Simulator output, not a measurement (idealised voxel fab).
voxel trench capacitor: a process module
Cross-section cut: width 285 nm, square cells of 5 nm.
If you're reading a cross-section in this doc, picture square cells in a grid; it comes to you as bands, top ones listed first down to the bottom, and a band can be one or more rows of cells. Look at the band entry: it leads with the top's height and the bottom's height in nm. Then it lists the materials left to right, with a width in nm for each. The word "all across" on a single material says that material fills the band edge to edge. The word "air" is empty space. The level at which height equals 0 is the one under which the wafer, as it arrives, is entirely one material. No lower edge exists for the bottom band, which continues downward and is notated as in "from 0 down". A two-number width, for instance "30 to 40", indicates that the width is equal to the first number in the top row of the band and to the second number in the bottom row, and that it changes by a constant amount per row of cells. A step reported as "same as before" is a step in which no cell of the cross-section changed. If an empty space has no open way to the top and is at least 8 cells in size, "Completely sealed voids" lists it, written width x height at distance, where distance is measured from the left edge and every value is in nm. It should be noted that, on the line of a given step, the content following the step's settings is a remark produced by the simulator itself with respect to that step. overlay nm: where the mask lay relative to plan, measured to the right, on steps with a mask; negatives go left.
Planned process steps
| 1 | RECEIVE [material Si] |
| 2 | CONFORMAL_DEP [material SiN] [thk nm 5] |
| 3 | DIRECTIONAL_DEP [material aC] [thk nm 10] |
| 4 | PATTERN [tone open] [mask id TRENCH] [material resist] [width nm 25] [pitch nm 40] [thk nm 30] [overlay nm -15] |
| 5 | DIRECTIONAL_ETCH [etch materials aC] [depth nm 10] |
| 6 | STRIP [etch materials resist] |
| 7 | DIRECTIONAL_ETCH [etch materials SiN] [depth nm 5] |
| 8 | DIRECTIONAL_ETCH [etch materials Si] [depth nm 40] |
| 9 | STRIP [etch materials aC] |
| 10 | CONFORMAL_DEP [material Al2O3] [thk nm 5] |
| 11 | CONFORMAL_DEP [material TiN] [thk nm 5] |
| 12 | FILL_DEP [material W] [thk nm 10] |
| 13 | CMP [height nm 5] |
Variable across wafers: step 4 overlay nm (plan value is that of the first wafer; starting state common to all).
Here's the first of the wafers in cross-section, just as we got it, i.e. after step 1
	from 0 down = Si all across
	Completely sealed voids: none
Shown in cross-section: the first of several wafers at the end of the module, after its last step, step 13
	from 5 to 0 = 95 of SiN, then 5 of Al2O3, then 5 of TiN, then 5 of W, then 5 of TiN, then 5 of Al2O3, then 15 of SiN, then 5 of Al2O3, then 5 of TiN, then 5 of W, then 5 of TiN, then 5 of Al2O3, then 125 of SiN
	from 0 to -30 = 95 of Si, then 5 of Al2O3, then 5 of TiN, then 5 of W, then 5 of TiN, then 5 of Al2O3, then 15 of Si, then 5 of Al2O3, then 5 of TiN, then 5 of W, then 5 of TiN, then 5 of Al2O3, then 125 of Si
	from -30 to -35 = 95 of Si, then 5 of Al2O3, then 15 of TiN, then 5 of Al2O3, then 15 of Si, then 5 of Al2O3, then 15 of TiN, then 5 of Al2O3, then 125 of Si
	from -35 to -40 = 95 of Si, then 25 of Al2O3, then 15 of Si, then 25 of Al2O3, then 125 of Si
	from -40 down = Si all across
	Completely sealed voids: none
Module end, final wafer: cross-section
	from 5 to 0 = 125 of SiN, then 5 of Al2O3, then 5 of TiN, then 5 of W, then 5 of TiN, then 5 of Al2O3, then 15 of SiN, then 5 of Al2O3, then 5 of TiN, then 5 of W, then 5 of TiN, then 5 of Al2O3, then 95 of SiN
	from 0 to -30 = 125 of Si, then 5 of Al2O3, then 5 of TiN, then 5 of W, then 5 of TiN, then 5 of Al2O3, then 15 of Si, then 5 of Al2O3, then 5 of TiN, then 5 of W, then 5 of TiN, then 5 of Al2O3, then 95 of Si
	from -30 to -35 = 125 of Si, then 5 of Al2O3, then 15 of TiN, then 5 of Al2O3, then 15 of Si, then 5 of Al2O3, then 15 of TiN, then 5 of Al2O3, then 95 of Si
	from -35 to -40 = 125 of Si, then 25 of Al2O3, then 15 of Si, then 25 of Al2O3, then 95 of Si
	from -40 down = Si all across
	Completely sealed voids: none
Each row below is a wafer at the end of the module, listing for every material the number of cells it has gained (+) or lost (-) since it was received, followed by its closed voids
overlay nm -15 | +42 Al2O3 | -80 Si | +47 SiN | +34 TiN | +14 W | Completely sealed voids: none
overlay nm -10 | +42 Al2O3 | -80 Si | +47 SiN | +34 TiN | +14 W | Completely sealed voids: none
overlay nm -5 | +42 Al2O3 | -80 Si | +47 SiN | +34 TiN | +14 W | Completely sealed voids: none
overlay nm 0 | +42 Al2O3 | -80 Si | +47 SiN | +34 TiN | +14 W | Completely sealed voids: none
overlay nm 5 | +42 Al2O3 | -80 Si | +47 SiN | +34 TiN | +14 W | Completely sealed voids: none
overlay nm 10 | +42 Al2O3 | -80 Si | +47 SiN | +34 TiN | +14 W | Completely sealed voids: none
overlay nm 15 | +42 Al2O3 | -80 Si | +47 SiN | +34 TiN | +14 W | Completely sealed voids: none
